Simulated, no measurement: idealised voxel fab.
Herein follows the process module entitled voxel trench capacitor.
We display cut, a cross-section 230 nm in width whose square cells are each 5 nm.
Cross-section spec: square-cell grid; bands listed top down; each band is one or more rows. For a band, the entry starts with two heights in nm, that of the top and then that of the bottom, and carries on with the band's materials in order from left to right, each alongside its width in nm; the word "edge to edge" beside a single material means it fills the band edge to edge, and "air" means empty space. Heights are reckoned from 0. Under this level, the received wafer is all of one material. The bottommost band is open-ended downward, for example "from 0 down". Note: "30 to 40" means the width goes from the first number (top row of the band) to the second number (bottom row) in equal steps per row of cells. Reading "identical to before" for a step: not a cell of the cross-section changed in it. This entry, "Closed cavity list", enumerates those empty regions of no fewer than 8 cells that possess no open connection to the top. Each region is reported in the form width x height at distance, the distance being taken from the left edge, with all three quantities expressed in nm. The remark found on a step's line after its settings is issued by the simulator itself and pertains to that step. overlay nm: right-of-plan distance of the mask on a masked step; negative values mean left-of-plan.
List of planned process steps:
1. RECEIVE with material Si
2. CONFORMAL_DEP with material SiN, thk nm 5
3. MASKED_ETCH with tone open, mask id TRENCH, width nm 15, pitch nm 30, etch materials SiN, depth nm 5, overlay nm 0
4. MASKED_ETCH with tone open, mask id TRENCH, width nm 15, pitch nm 30, etch materials Si, depth nm 35, overlay nm 0
5. CONFORMAL_DEP with material Al2O3, thk nm 5
6. FILL_DEP with material polySi, thk nm 5
7. CMP with height nm 5
Incoming wafer in cross-section (state: after step 1):
* from 0 down  Si edge to edge
* Closed cavity list: none
Cross-sectional image of the first of two wafers at the end of the module, the run having proceeded as planned:
* from 5 to 0  60 nm SiN  5 nm Al2O3  5 nm polySi  5 nm Al2O3  15 nm SiN  5 nm Al2O3  5 nm polySi  5 nm Al2O3  15 nm SiN  5 nm Al2O3  5 nm polySi  5 nm Al2O3  15 nm SiN  5 nm Al2O3  5 nm polySi  5 nm Al2O3  65 nm SiN
* from 0 to -30  60 nm Si  5 nm Al2O3  5 nm polySi  5 nm Al2O3  15 nm Si  5 nm Al2O3  5 nm polySi  5 nm Al2O3  15 nm Si  5 nm Al2O3  5 nm polySi  5 nm Al2O3  15 nm Si  5 nm Al2O3  5 nm polySi  5 nm Al2O3  65 nm Si
* from -30 to -35  60 nm Si  15 nm Al2O3  15 nm Si  15 nm Al2O3  15 nm Si  15 nm Al2O3  15 nm Si  15 nm Al2O3  65 nm Si
* from -35 down  Si edge to edge
* Closed cavity list: none
Presented here is a cross-section of the second of the two wafers as it stood at the end of the module. It was started in the same manner and assigned the same plan as the first wafer; however, one mistake was made in its execution:
* from 5 to 0  60 nm Al2O3  15 nm SiN  15 nm Al2O3  15 nm SiN  15 nm Al2O3  15 nm SiN  15 nm Al2O3  15 nm SiN  65 nm Al2O3
* from 0 down  Si edge to edge
* Closed cavity list: none
Misprocessing identified: step 3 deviated from plan and actually ran as MASKED_ETCH with tone cover, mask id TRENCH, width nm 15, pitch nm 30, etch materials SiN, depth nm 5, overlay nm 0
In the final state, the cell counts of the second wafer exceed or fall short of those of the first for the following materials: -34 Al2O3; +84 Si; -22 SiN; -28 polySi
